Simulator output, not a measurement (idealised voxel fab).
Documented hereafter: the process module known as voxel capacitor over wiring.
Cross-section cut spans 205 nm and uses square cells 5 nm in size.
A cross-section is a grid of square cells, given in bands from the top down. A band is one or more rows of cells.
Read a band's entry like this: the first values are the height of its top and the height of its bottom in nm, and what follows is the sequence of materials from left to right, each with its width in nm. Note that "empty" is empty space, and that a single material marked "all across" reaches across the band from edge to edge.
Beneath 0, the wafer as received is one material, and that level is where height counting begins. The lowest band goes on downward without a bottom; it is written like "from 0 down".
The notation "30..40" denotes a width that varies across the rows of cells in the band, beginning at the first number in the top row, finishing at the second number in the bottom row, and changing by an identical amount from each row to the next.
When a step is marked "stayed the same", none of the cells in the cross-section changed during that step.
The list in "Closed void table" covers empty spaces of 8 cells or more that cannot reach the top through any open way, and it gives each as width x height at distance; the distance is from the left edge, and width, height and distance are in nm.
Post-settings text on a step line: simulator's own remark regarding the step.
You can add "overlay nm" to a step's line. For a step with a mask, it describes how far the mask lay to the right of its planned position, and a negative number describes a lay to the left.

Set out below are the planned steps of the process
1) RECEIVE | material Si
2) CONFORMAL_DEP | material SiO2 | thk nm 10
3) DIRECTIONAL_DEP | material TiN | thk nm 5
4) DIRECTIONAL_DEP | material W | thk nm 15
5) MASKED_ETCH | tone cover | mask id METAL_1 | width nm 25 | pitch nm 90 | etch materials W | depth nm 15 | overlay nm 0
6) MASKED_ETCH | tone cover | mask id METAL_1 | width nm 25 | pitch nm 90 | etch materials TiN | depth nm 5 | overlay nm 0
7) FILL_DEP | material lowk | thk nm 10
8) CMP | height nm 30
9) CONFORMAL_DEP | material SiCN | thk nm 5
10) DIRECTIONAL_DEP | material SiO2 | thk nm 10
11) DIRECTIONAL_DEP | material aC | thk nm 15
12) PATTERN | tone open | mask id PLUG_1 | material resist | width nm 15 | thk nm 30 | overlay nm 0
13) DIRECTIONAL_ETCH | etch materials aC | depth nm 15
14) STRIP | etch materials resist
15) DIRECTIONAL_ETCH | etch materials SiO2 | depth nm 10
16) DIRECTIONAL_ETCH | etch materials SiCN | depth nm 5
17) STRIP | etch materials aC
18) EPI | material Ru | thk nm 10
19) EPI | material Ru | thk nm 5
20) DIRECTIONAL_DEP | material TiN | thk nm 10
21) DIRECTIONAL_DEP | material SiN | thk nm 5
22) DIRECTIONAL_DEP | material TiN | thk nm 5
23) PATTERN | tone cover | mask id UPPER_PLATE | material resist | width nm 70 | thk nm 15 | overlay nm 0
24) DIRECTIONAL_ETCH | etch materials TiN | depth nm 5
25) DIRECTIONAL_ETCH | etch materials SiN | depth nm 5
26) STRIP | etch materials resist
27) PATTERN | tone cover | mask id LOWER_PLATE | material resist | width nm 80 | thk nm 15 | overlay nm 0
28) DIRECTIONAL_ETCH | etch materials TiN | depth nm 10
29) STRIP | etch materials resist
30) FILL_DEP | material SiO2 | thk nm 15
31) CMP | height nm 75
32) MASKED_ETCH | tone open | mask id PLUG_2 | width nm 15 | etch materials SiO2 | depth nm 10 | overlay nm 0
33) CONFORMAL_DEP | material TiN | thk nm 5
34) FILL_DEP | material Cu | thk nm 5
35) CMP | height nm 75
36) CONFORMAL_DEP | material SiN | thk nm 5

So, the first of our two wafers, run just as we planned it

Received-state cross-section, reflecting completion of step 1
	from 0 down: Si all across
	Closed void table: none

How the wafer stands in section after step 2
	from 10 to 0: SiO2 all across
	Beneath the level 0, the cross-section is identical to its previous state.

How the wafer stands in section after step 3
	from 15 to 10: TiN all across
	Beneath the level 10, the cross-section is identical to its previous state.

How the wafer stands in section after step 4
	from 30 to 15: W all across
	Beneath the level 15, the cross-section is identical to its previous state.

How the wafer stands in section after step 5
	from 30 to 15: empty (45)  W (25)  empty (65)  W (25)  empty (45)
	Beneath the level 15, the cross-section is identical to its previous state.

How the wafer stands in section after step 6
	from 30 to 15: empty (45)  W (25)  empty (65)  W (25)  empty (45)
	from 15 to 10: empty (45)  TiN (25)  empty (65)  TiN (25)  empty (45)
	Beneath the level 10, the cross-section is identical to its previous state.

How the wafer stands in section after step 7
	from 40 to 30: lowk all across
	from 30 to 15: lowk (45)  W (25)  lowk (65)  W (25)  lowk (45)
	from 15 to 10: lowk (45)  TiN (25)  lowk (65)  TiN (25)  lowk (45)
	Beneath the level 10, the cross-section is identical to its previous state.

How the wafer stands in section after step 8
	from 30 to 15: lowk (45)  W (25)  lowk (65)  W (25)  lowk (45)
	Beneath the level 15, the cross-section is identical to its previous state.

How the wafer stands in section after step 9
	from 35 to 30: SiCN all across
	Beneath the level 30, the cross-section is identical to its previous state.

How the wafer stands in section after step 10
	from 45 to 35: SiO2 all across
	Beneath the level 35, the cross-section is identical to its previous state.

How the wafer stands in section after step 11
	from 60 to 45: aC all across
	Beneath the level 45, the cross-section is identical to its previous state.

How the wafer stands in section after step 12
	from 90 to 60: resist (55)  empty (15)  resist (135)
	Beneath the level 60, the cross-section is identical to its previous state.

How the wafer stands in section after step 13
	from 75 to 60: resist (55)  empty (15)  resist (135)
	from 60 to 45: aC (55)  empty (15)  aC (135)
	Beneath the level 45, the cross-section is identical to its previous state.

How the wafer stands in section after step 14
	from 60 to 45: aC (55)  empty (15)  aC (135)
	Beneath the level 45, the cross-section is identical to its previous state.

How the wafer stands in section after step 15
	from 60 to 45: aC (55)  empty (15)  aC (135)
	from 45 to 35: SiO2 (55)  empty (15)  SiO2 (135)
	Beneath the level 35, the cross-section is identical to its previous state.

How the wafer stands in section after step 16
	from 60 to 45: aC (55)  empty (15)  aC (135)
	from 45 to 35: SiO2 (55)  empty (15)  SiO2 (135)
	from 35 to 30: SiCN (55)  empty (15)  SiCN (135)
	Beneath the level 30, the cross-section is identical to its previous state.

How the wafer stands in section after step 17
	from 45 to 35: SiO2 (55)  empty (15)  SiO2 (135)
	Beneath the level 35, the cross-section is identical to its previous state.

How the wafer stands in section after step 18
	from 45 to 40: SiO2 (55)  empty (15)  SiO2 (135)
	from 40 to 35: SiO2 (55)  Ru (15)  SiO2 (135)
	from 35 to 30: SiCN (55)  Ru (15)  SiCN (135)
	Beneath the level 30, the cross-section is identical to its previous state.

How the wafer stands in section after step 19
	from 45 to 35: SiO2 (55)  Ru (15)  SiO2 (135)
	Beneath the level 35, the cross-section is identical to its previous state.

How the wafer stands in section after step 20
	from 55 to 45: TiN all across
	Beneath the level 45, the cross-section is identical to its previous state.

How the wafer stands in section after step 21
	from 60 to 55: SiN all across
	Beneath the level 55, the cross-section is identical to its previous state.

How the wafer stands in section after step 22
	from 65 to 60: TiN all across
	Beneath the level 60, the cross-section is identical to its previous state.

How the wafer stands in section after step 23
	from 80 to 65: empty (55)  resist (70)  empty (80)
	Beneath the level 65, the cross-section is identical to its previous state.

How the wafer stands in section after step 24
	from 80 to 65: empty (55)  resist (70)  empty (80)
	from 65 to 60: empty (55)  TiN (70)  empty (80)
	Beneath the level 60, the cross-section is identical to its previous state.

How the wafer stands in section after step 25
	from 80 to 65: empty (55)  resist (70)  empty (80)
	from 65 to 60: empty (55)  TiN (70)  empty (80)
	from 60 to 55: empty (55)  SiN (70)  empty (80)
	Beneath the level 55, the cross-section is identical to its previous state.

How the wafer stands in section after step 26
	from 65 to 60: empty (55)  TiN (70)  empty (80)
	Beneath the level 60, the cross-section is identical to its previous state.

How the wafer stands in section after step 27
	from 80 to 65: empty (50)  resist (80)  empty (75)
	from 65 to 60: empty (50)  resist (5)  TiN (70)  resist (5)  empty (75)
	from 60 to 55: empty (50)  resist (5)  SiN (70)  resist (5)  empty (75)
	Beneath the level 55, the cross-section is identical to its previous state.

How the wafer stands in section after step 28
	from 80 to 65: empty (50)  resist (80)  empty (75)
	from 65 to 60: empty (50)  resist (5)  TiN (70)  resist (5)  empty (75)
	from 60 to 55: empty (50)  resist (5)  SiN (70)  resist (5)  empty (75)
	from 55 to 45: empty (50)  TiN (80)  empty (75)
	Beneath the level 45, the cross-section is identical to its previous state.

How the wafer stands in section after step 29
	from 65 to 60: empty (55)  TiN (70)  empty (80)
	from 60 to 55: empty (55)  SiN (70)  empty (80)
	Beneath the level 55, the cross-section is identical to its previous state.

How the wafer stands in section after step 30
	from 80 to 65: SiO2 all across
	from 65 to 60: SiO2 (55)  TiN (70)  SiO2 (80)
	from 60 to 55: SiO2 (55)  SiN (70)  SiO2 (80)
	from 55 to 45: SiO2 (50)  TiN (80)  SiO2 (75)
	Beneath the level 45, the cross-section is identical to its previous state.

How the wafer stands in section after step 31
	from 75 to 65: SiO2 all across
	Beneath the level 65, the cross-section is identical to its previous state.

How the wafer stands in section after step 32
	from 75 to 65: SiO2 (65)  empty (15)  SiO2 (125)
	Beneath the level 65, the cross-section is identical to its previous state.

How the wafer stands in section after step 33
	from 80 to 75: TiN (70)  empty (5)  TiN (130)
	from 75 to 70: SiO2 (65)  TiN (5)  empty (5)  TiN (5)  SiO2 (125)
	from 70 to 60: SiO2 (65..55)  TiN (15..70)  SiO2 (125..80)
	Beneath the level 60, the cross-section is identical to its previous state.

How the wafer stands in section after step 34
	from 85 to 80: Cu all across
	from 80 to 75: TiN (70)  Cu (5)  TiN (130)
	from 75 to 70: SiO2 (65)  TiN (5)  Cu (5)  TiN (5)  SiO2 (125)
	Beneath the level 70, the cross-section is identical to its previous state.

How the wafer stands in section after step 35
	from 75 to 70: SiO2 (65)  TiN (5)  Cu (5)  TiN (5)  SiO2 (125)
	Beneath the level 70, the cross-section is identical to its previous state.

How the wafer stands in section after step 36
	from 80 to 75: SiN all across
	Beneath the level 75, the cross-section is identical to its previous state.

Regarding the second of the two wafers: it shared the first wafer's starting condition and process plan, yet one error occurred during its execution. Its history coincides with that of the first wafer up to and including step 31

Second wafer shown in cross-section at the time step 32 was slated to end
	from 75 to 65: empty (65)  SiO2 (15)  empty (125)
	Beneath the level 65, the cross-section is identical to its previous state.

Second wafer shown in cross-section at the time step 33 was slated to end
	from 80 to 75: empty (60)  TiN (25)  empty (120)
	from 75 to 70: empty (60)  TiN (5)  SiO2 (15)  TiN (5)  empty (120)
	from 70 to 65: TiN (65)  SiO2 (15)  TiN (125)
	Beneath the level 65, the cross-section is identical to its previous state.

Second wafer shown in cross-section at the time step 34 was slated to end
	from 85 to 80: Cu all across
	from 80 to 75: Cu (60)  TiN (25)  Cu (120)
	from 75 to 70: Cu (60)  TiN (5)  SiO2 (15)  TiN (5)  Cu (120)
	Beneath the level 70, the cross-section is identical to its previous state.

Second wafer shown in cross-section at the time step 35 was slated to end
	from 75 to 70: Cu (60)  TiN (5)  SiO2 (15)  TiN (5)  Cu (120)
	Beneath the level 70, the cross-section is identical to its previous state.

Second wafer shown in cross-section at the time step 36 was slated to end
	from 80 to 75: SiN all across
	Beneath the level 75, the cross-section is identical to its previous state.
Misprocessing identified: in deviation from the planned setting, step 32 was conducted as MASKED_ETCH | tone cover | mask id PLUG_2 | width nm 15 | etch materials SiO2 | depth nm 10 | overlay nm 0
Cell-count delta at end, second wafer over first, by material: Cu +35, SiO2 -70, TiN +35
